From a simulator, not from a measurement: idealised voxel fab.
Module name: voxel lift off (process module)
Section shown: cut. Width: 205 nm. Cell size: 5 nm, square.
Each cross-section below is a grid of square cells, stated as bands in top-down order, with one or more rows of cells making up each band. In this notation a band is specified by the heights of its top and bottom, in that order and in nm, after which its materials appear from left to right, each paired with its width in nm. The word "throughout" attached to a single material means that material fills the band from edge to edge; the word "air" stands for empty space. Below 0: as-received wafer, all one material; heights counted from there. Lowest band: no bottom, goes on down, written "top 0, no bottom". So if you see something like "30..40" for the width, read it as the top row of the band sitting at the first number and the bottom row at the second, with every row in between moving by the same amount as the last. Basically "same as before" means that step didn't change any cell in the cross-section. The entry "Closed void entries" lists the empty spaces that cover at least 8 cells and have no open path to the top. Each is written as width x height at distance, where the distance is measured from the left edge and all three values are in nm. Formally, on a step line, whatever follows the settings is a remark that the simulator itself makes on the step. "overlay nm" on a masked step: distance the mask lay right of its planned place, negative for left.
### Intended process steps
1) RECEIVE | material Si
2) CONFORMAL_DEP | material SiN | thk nm 15
3) PATTERN | tone open | mask id LINES | material resist | width nm 15 | pitch nm 40 | thk nm 25 | overlay nm 0
4) DIRECTIONAL_DEP | material Ru | thk nm 15
5) STRIP | etch materials resist
6) CONFORMAL_DEP | material SiN | thk nm 10
### As received (post step 1): cross-section
  top 0, no bottom: Si throughout
  Closed void entries: none
### Cross-section taken at module completion on the first of two wafers; processed per the plan
  top 40, bottom 30: air 45  SiN 35  air 5  SiN 35  air 5  SiN 35  air 45
  top 30, bottom 25: air 45  SiN 10  Ru 15  SiN 10  air 5  SiN 10  Ru 15  SiN 10  air 5  SiN 10  Ru 15  SiN 10  air 45
  top 25, bottom 15: SiN 55  Ru 15  SiN 25  Ru 15  SiN 25  Ru 15  SiN 55
  top 15, bottom 0: SiN throughout
  top 0, no bottom: Si throughout
  Closed void entries: none
### Cross-sectional view of the second of two wafers upon completion of the module. This wafer shared its starting condition and process plan with the first; one error was made during its execution
  top 40, bottom 30: air 55  SiN 35  air 5  SiN 35  air 5  SiN 35  air 35
  top 30, bottom 25: air 55  SiN 10  Ru 15  SiN 10  air 5  SiN 10  Ru 15  SiN 10  air 5  SiN 10  Ru 15  SiN 10  air 35
  top 25, bottom 15: SiN 65  Ru 15  SiN 25  Ru 15  SiN 25  Ru 15  SiN 45
  top 15, bottom 0: SiN throughout
  top 0, no bottom: Si throughout
  Closed void entries: none
Short version of what went wrong: the process deviated at step 3: the operation and settings actually run there were PATTERN | tone open | mask id LINES | material resist | width nm 15 | pitch nm 40 | thk nm 25 | overlay nm 10
Final wafers compared: equal cell tally per material, rearranged layout.
